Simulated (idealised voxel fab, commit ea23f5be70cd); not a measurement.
The following process module bears the name voxel transistor to metal.
Square cells of 5 nm make up the cross-section cut, whose width is 285 nm.
Reading order for cross-sections: top band down to bottom band. Underlying form: a grid of square cells. Band size: one or more rows of cells. Quick guide to a band line: top height, bottom height (nm) up front; then every material left to right with its width in nm. Only one material and it's marked "edge to edge"? Then it fills the band edge to edge. And "blank" just means empty space. Heights are measured from 0, the level below which the as-received wafer is all one material; the lowest band has no bottom and continues downward, written as in "from 0 down". With a width like "30 to 40", each row of cells in the band differs from the next by the same amount, the top row carrying the first number and the bottom row the second. The cross-section has no changed cell in any step marked "nothing was modified". In the "Fully enclosed voids" entry, you get each enclosed empty space of 8 cells or more, one with no open way to the top, written width x height at distance, distance from the left edge, in nm. Read whatever lies past the settings on a step's line as the simulator's own remark about the step. "overlay nm" answers the question of how far to the right of plan the mask lay on a step that has a mask, and when it is negative the answer is to the left.
# Process steps foreseen in the plan
1) RECEIVE: material Si
2) OXIDIZE: depth nm 5
3) CONFORMAL_DEP: material SiN, thk nm 15
4) DIRECTIONAL_DEP: material aC, thk nm 15
5) PATTERN: tone cover, mask id ACTIVE, material resist, width nm 100, pitch nm 120, thk nm 35, overlay nm 0
6) DIRECTIONAL_ETCH: etch materials aC, depth nm 15
7) STRIP: etch materials resist
8) DIRECTIONAL_ETCH: etch materials SiN, depth nm 15
9) DIRECTIONAL_ETCH: etch materials SiO2, depth nm 5
10) DIRECTIONAL_ETCH: etch materials Si, depth nm 30
11) STRIP: etch materials aC
12) OXIDIZE: depth nm 5
13) FILL_DEP: material SiO2, thk nm 15
14) CMP: height nm 15
15) SELECTIVE_ETCH: etch materials SiO2, depth nm 10
16) STRIP: etch materials SiN
17) SELECTIVE_ETCH: etch materials SiO2, depth nm 5
18) OXIDIZE: depth nm 5
19) DIRECTIONAL_DEP: material polySi, thk nm 30
20) DIRECTIONAL_DEP: material SiCN, thk nm 10
21) MASKED_ETCH: tone cover, mask id GATE, width nm 30, pitch nm 120, etch materials SiCN, depth nm 20, overlay nm 0
22) MASKED_ETCH: tone cover, mask id GATE, width nm 30, pitch nm 120, etch materials polySi, depth nm 40, overlay nm 0
23) CONFORMAL_DEP: material SiO2, thk nm 5
24) DIRECTIONAL_ETCH: etch materials SiO2, depth nm 5
25) CONFORMAL_DEP: material SiN, thk nm 5
26) DIRECTIONAL_ETCH: etch materials SiN, depth nm 5
27) DIRECTIONAL_ETCH: etch materials SiO2, depth nm 5
28) DIRECTIONAL_ETCH: etch materials Si, depth nm 5
29) EPI: material SiGe, thk nm 5
30) FILL_DEP: material SiO2, thk nm 10
31) CMP: height nm 25
32) STRIP: etch materials polySi
33) SELECTIVE_ETCH: etch materials SiO2, depth nm 5
34) CONFORMAL_DEP: material HfO2, thk nm 5
35) CONFORMAL_DEP: material TiN, thk nm 5
36) FILL_DEP: material W, thk nm 10
37) CMP: height nm 20
38) DIRECTIONAL_DEP: material SiO2, thk nm 15
39) PATTERN: tone open, mask id CONTACT, material resist, width nm 15, thk nm 15, overlay nm 0
40) DIRECTIONAL_ETCH: etch materials SiO2, depth nm 45
41) STRIP: etch materials resist
42) CONFORMAL_DEP: material TiN, thk nm 5
43) FILL_DEP: material W, thk nm 5
44) CMP: height nm 35
45) DIRECTIONAL_DEP: material TiN, thk nm 5
46) DIRECTIONAL_DEP: material Ru, thk nm 25
47) MASKED_ETCH: tone cover, mask id METAL_1, width nm 15, etch materials Ru, depth nm 25, overlay nm 0
48) MASKED_ETCH: tone cover, mask id METAL_1, width nm 15, etch materials TiN, depth nm 5, overlay nm 0
49) FILL_DEP: material SiO2, thk nm 5
50) CMP: height nm 65
51) CONFORMAL_DEP: material SiN, thk nm 5
# This is the cross-section of the wafer as we received it, i.e. after step 1
	from 0 down | Si edge to edge
	Fully enclosed voids: none
# Here's the cross-section of the first of our two wafers at the end of the module - it ran as planned
	from 70 to 65 | SiN edge to edge
	from 65 to 40 | 35 of SiO2, 15 of Ru, 60 of SiO2, 15 of Ru, 30 of SiO2, 15 of Ru, 60 of SiO2, 15 of Ru, 40 of SiO2
	from 40 to 35 | 35 of SiO2, 15 of TiN, 60 of SiO2, 15 of TiN, 30 of SiO2, 15 of TiN, 60 of SiO2, 15 of TiN, 40 of SiO2
	from 35 to 20 | 35 of SiO2, 5 of TiN, 5 of W, 5 of TiN, 60 of SiO2, 5 of TiN, 5 of W, 5 of TiN, 30 of SiO2, 5 of TiN, 5 of W, 5 of TiN, 60 of SiO2, 5 of TiN, 5 of W, 5 of TiN, 40 of SiO2
	from 20 to 0 | 35 of SiO2, 5 of TiN, 5 of W, 5 of TiN, 5 of SiO2, 5 of SiN, 5 of HfO2, 5 of TiN, 20 of W, 5 of TiN, 5 of HfO2, 5 of SiN, 5 of SiO2, 5 of TiN, 5 of W, 5 of TiN, 30 of SiO2, 5 of TiN, 5 of W, 5 of TiN, 5 of SiO2, 5 of SiN, 5 of HfO2, 5 of TiN, 20 of W, 5 of TiN, 5 of HfO2, 5 of SiN, 5 of SiO2, 5 of TiN, 5 of W, 5 of TiN, 40 of SiO2
	from 0 to -5 | 30 of SiO2, 5 of SiN, 5 of TiN, 5 of W, 5 of TiN, 5 of SiO2, 5 of SiN, 5 of HfO2, 30 of TiN, 5 of HfO2, 5 of SiN, 5 of SiO2, 5 of TiN, 5 of W, 5 of TiN, 5 of SiN, 20 of SiO2, 5 of SiN, 5 of TiN, 5 of W, 5 of TiN, 5 of SiO2, 5 of SiN, 5 of HfO2, 30 of TiN, 5 of HfO2, 5 of SiN, 5 of SiO2, 5 of TiN, 5 of W, 5 of TiN, 5 of SiN, 35 of SiO2
	from -5 to -10 | 35 of SiO2, 15 of TiN, 5 of SiGe, 5 of SiO2, 40 of HfO2, 5 of SiO2, 5 of SiGe, 15 of TiN, 30 of SiO2, 15 of TiN, 5 of SiGe, 5 of SiO2, 40 of HfO2, 5 of SiO2, 5 of SiGe, 15 of TiN, 40 of SiO2
	from -10 to -15 | 35 of SiO2, 20 of SiGe, 50 of Si, 20 of SiGe, 30 of SiO2, 20 of SiGe, 50 of Si, 20 of SiGe, 40 of SiO2
	from -15 to -40 | 35 of SiO2, 90 of Si, 30 of SiO2, 90 of Si, 40 of SiO2
	from -40 down | Si edge to edge
	Fully enclosed voids: none
# The second wafer, shown in cross-section after the module: started the same way as the first and given the same plan, yet one mistake crept into how it was run
	from 70 to 65 | SiN edge to edge
	from 65 to 40 | 35 of SiO2, 15 of Ru, 60 of SiO2, 15 of Ru, 30 of SiO2, 15 of Ru, 60 of SiO2, 15 of Ru, 40 of SiO2
	from 40 to 35 | 35 of SiO2, 15 of TiN, 60 of SiO2, 15 of TiN, 30 of SiO2, 15 of TiN, 60 of SiO2, 15 of TiN, 40 of SiO2
	from 35 to 30 | 45 of W, 25 of TiN, 20 of W, 25 of TiN, 50 of W, 25 of TiN, 20 of W, 25 of TiN, 50 of W
	from 30 to 25 | 50 of TiN, 15 of HfO2, 5 of TiN, 20 of W, 5 of TiN, 15 of HfO2, 60 of TiN, 15 of HfO2, 5 of TiN, 20 of W, 5 of TiN, 15 of HfO2, 55 of TiN
	from 25 to 20 | 55 of HfO2, 5 of SiN, 5 of HfO2, 5 of TiN, 20 of W, 5 of TiN, 5 of HfO2, 5 of SiN, 70 of HfO2, 5 of SiN, 5 of HfO2, 5 of TiN, 20 of W, 5 of TiN, 5 of HfO2, 5 of SiN, 60 of HfO2
	from 20 to 0 | 55 of SiO2, 5 of SiN, 5 of HfO2, 5 of TiN, 20 of W, 5 of TiN, 5 of HfO2, 5 of SiN, 70 of SiO2, 5 of SiN, 5 of HfO2, 5 of TiN, 20 of W, 5 of TiN, 5 of HfO2, 5 of SiN, 60 of SiO2
	from 0 to -5 | 30 of SiO2, 5 of SiN, 20 of SiO2, 5 of SiN, 5 of HfO2, 30 of TiN, 5 of HfO2, 5 of SiN, 20 of SiO2, 5 of SiN, 20 of SiO2, 5 of SiN, 20 of SiO2, 5 of SiN, 5 of HfO2, 30 of TiN, 5 of HfO2, 5 of SiN, 20 of SiO2, 5 of SiN, 35 of SiO2
	from -5 to -10 | 50 of SiO2, 5 of SiGe, 5 of SiO2, 40 of HfO2, 5 of SiO2, 5 of SiGe, 60 of SiO2, 5 of SiGe, 5 of SiO2, 40 of HfO2, 5 of SiO2, 5 of SiGe, 55 of SiO2
	from -10 to -15 | 35 of SiO2, 20 of SiGe, 50 of Si, 20 of SiGe, 30 of SiO2, 20 of SiGe, 50 of Si, 20 of SiGe, 40 of SiO2
	from -15 to -40 | 35 of SiO2, 90 of Si, 30 of SiO2, 90 of Si, 40 of SiO2
	from -40 down | Si edge to edge
	Fully enclosed voids: none
It is concluded that the wafer was processed incorrectly with respect to the plan, in that step 37 was dropped from the plan's execution and never run
at the end the second wafer has, in cells: +53 HfO2 | +4 SiN | -63 SiO2 | -15 TiN | +21 W
